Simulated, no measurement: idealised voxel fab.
process module | voxel spacer lines
cross-section cut | 275 nm wide | cells 5 nm
A cross-section is a grid of square cells, given in bands from the top down. A band is one or more rows of cells.
Each band's line starts with the height of the band's top and of its bottom, in nm. Then come its materials from left to right, each with its width in nm. One material with "throughout" fills the band from edge to edge. "air" is empty space.
Height 0 is the level under which the wafer as received is all one material. The lowest band goes on downwards, as in "0 down".
A width such as "30 to 40" changes by the same amount from each row of cells to the next, from the band's top row to its bottom row.
"no change" after a step means that no cell of the cross-section changed.
closed voids: empty space of 8 cells or more with no open way to the top, each as width x height at its distance from the left edge, in nm
after a step's settings: what the simulator itself notes on the step
overlay nm, on a step with a mask: how far to the right of its planned place the mask lay; to the left if negative
plan
1 op RECEIVE | material Si
2 op CONFORMAL_DEP | material Al2O3 | thk nm 5
3 op DIRECTIONAL_DEP | material W | thk nm 20
4 op DIRECTIONAL_DEP | material polySi | thk nm 20
5 op PATTERN | tone cover | mask id MANDREL | material resist | width nm 20 | pitch nm 60 | thk nm 25 | overlay nm 0
6 op DIRECTIONAL_ETCH | etch materials polySi | depth nm 20
7 op STRIP | etch materials resist
8 op CONFORMAL_DEP | material SiO2 | thk nm 10
9 op DIRECTIONAL_ETCH | etch materials SiO2 | depth nm 10
10 op STRIP | etch materials polySi
11 op DIRECTIONAL_ETCH | etch materials W | depth nm 20
12 op STRIP | etch materials SiO2
13 op FILL_DEP | material SiO2 | thk nm 5
14 op CMP | height nm 25
first wafer, as planned
as received, after step 1
  0 down: Si throughout
  closed voids: none
after step 2
  5 to 0: Al2O3 throughout
  below 0: unchanged
after step 3
  25 to 5: W throughout
  below 5: unchanged
after step 4
  45 to 25: polySi throughout
  below 25: unchanged
after step 5
  70 to 45: air 95 | resist 20 | air 40 | resist 20 | air 100
  below 45: unchanged
after step 6
  70 to 45: air 95 | resist 20 | air 40 | resist 20 | air 100
  45 to 25: air 95 | polySi 20 | air 40 | polySi 20 | air 100
  below 25: unchanged
after step 7
  45 to 25: air 95 | polySi 20 | air 40 | polySi 20 | air 100
  below 25: unchanged
after step 8
  55 to 45: air 85 | SiO2 40 | air 20 | SiO2 40 | air 90
  45 to 35: air 85 | SiO2 10 | polySi 20 | SiO2 10 | air 20 | SiO2 10 | polySi 20 | SiO2 10 | air 90
  35 to 25: SiO2 95 | polySi 20 | SiO2 40 | polySi 20 | SiO2 100
  below 25: unchanged
after step 9
  45 to 25: air 85 | SiO2 10 | polySi 20 | SiO2 10 | air 20 | SiO2 10 | polySi 20 | SiO2 10 | air 90
  below 25: unchanged
after step 10
  45 to 25: air 85 | SiO2 10 | air 20 | SiO2 10 | air 20 | SiO2 10 | air 20 | SiO2 10 | air 90
  below 25: unchanged
after step 11
  45 to 25: air 85 | SiO2 10 | air 20 | SiO2 10 | air 20 | SiO2 10 | air 20 | SiO2 10 | air 90
  25 to 5: air 85 | W 10 | air 20 | W 10 | air 20 | W 10 | air 20 | W 10 | air 90
  below 5: unchanged
after step 12
  25 to 5: air 85 | W 10 | air 20 | W 10 | air 20 | W 10 | air 20 | W 10 | air 90
  below 5: unchanged
after step 13
  30 to 25: SiO2 throughout
  25 to 5: SiO2 85 | W 10 | SiO2 20 | W 10 | SiO2 20 | W 10 | SiO2 20 | W 10 | SiO2 90
  below 5: unchanged
after step 14
  25 to 5: SiO2 85 | W 10 | SiO2 20 | W 10 | SiO2 20 | W 10 | SiO2 20 | W 10 | SiO2 90
  below 5: unchanged
second wafer: like start, like plan, one mistake. Through step 4 it matches the first wafer
when step 5 should have ended
  70 to 45: air 100 | resist 20 | air 40 | resist 20 | air 95
  below 45: unchanged
when step 6 should have ended
  70 to 45: air 100 | resist 20 | air 40 | resist 20 | air 95
  45 to 25: air 100 | polySi 20 | air 40 | polySi 20 | air 95
  below 25: unchanged
when step 7 should have ended
  45 to 25: air 100 | polySi 20 | air 40 | polySi 20 | air 95
  below 25: unchanged
when step 8 should have ended
  55 to 45: air 90 | SiO2 40 | air 20 | SiO2 40 | air 85
  45 to 35: air 90 | SiO2 10 | polySi 20 | SiO2 10 | air 20 | SiO2 10 | polySi 20 | SiO2 10 | air 85
  35 to 25: SiO2 100 | polySi 20 | SiO2 40 | polySi 20 | SiO2 95
  below 25: unchanged
when step 9 should have ended
  45 to 25: air 90 | SiO2 10 | polySi 20 | SiO2 10 | air 20 | SiO2 10 | polySi 20 | SiO2 10 | air 85
  below 25: unchanged
when step 10 should have ended
  45 to 25: air 90 | SiO2 10 | air 20 | SiO2 10 | air 20 | SiO2 10 | air 20 | SiO2 10 | air 85
  below 25: unchanged
when step 11 should have ended
  45 to 25: air 90 | SiO2 10 | air 20 | SiO2 10 | air 20 | SiO2 10 | air 20 | SiO2 10 | air 85
  25 to 5: air 90 | W 10 | air 20 | W 10 | air 20 | W 10 | air 20 | W 10 | air 85
  below 5: unchanged
when step 12 should have ended
  25 to 5: air 90 | W 10 | air 20 | W 10 | air 20 | W 10 | air 20 | W 10 | air 85
  below 5: unchanged
when step 13 should have ended
  30 to 25: SiO2 throughout
  25 to 5: SiO2 90 | W 10 | SiO2 20 | W 10 | SiO2 20 | W 10 | SiO2 20 | W 10 | SiO2 85
  below 5: unchanged
when step 14 should have ended
  25 to 5: SiO2 90 | W 10 | SiO2 20 | W 10 | SiO2 20 | W 10 | SiO2 20 | W 10 | SiO2 85
  below 5: unchanged
what went wrong: step 5 ran as: op PATTERN | tone cover | mask id MANDREL | material resist | width nm 20 | pitch nm 60 | thk nm 25 | overlay nm 5
at the end the second wafer has, in cells: as many of each material as the first, in other places
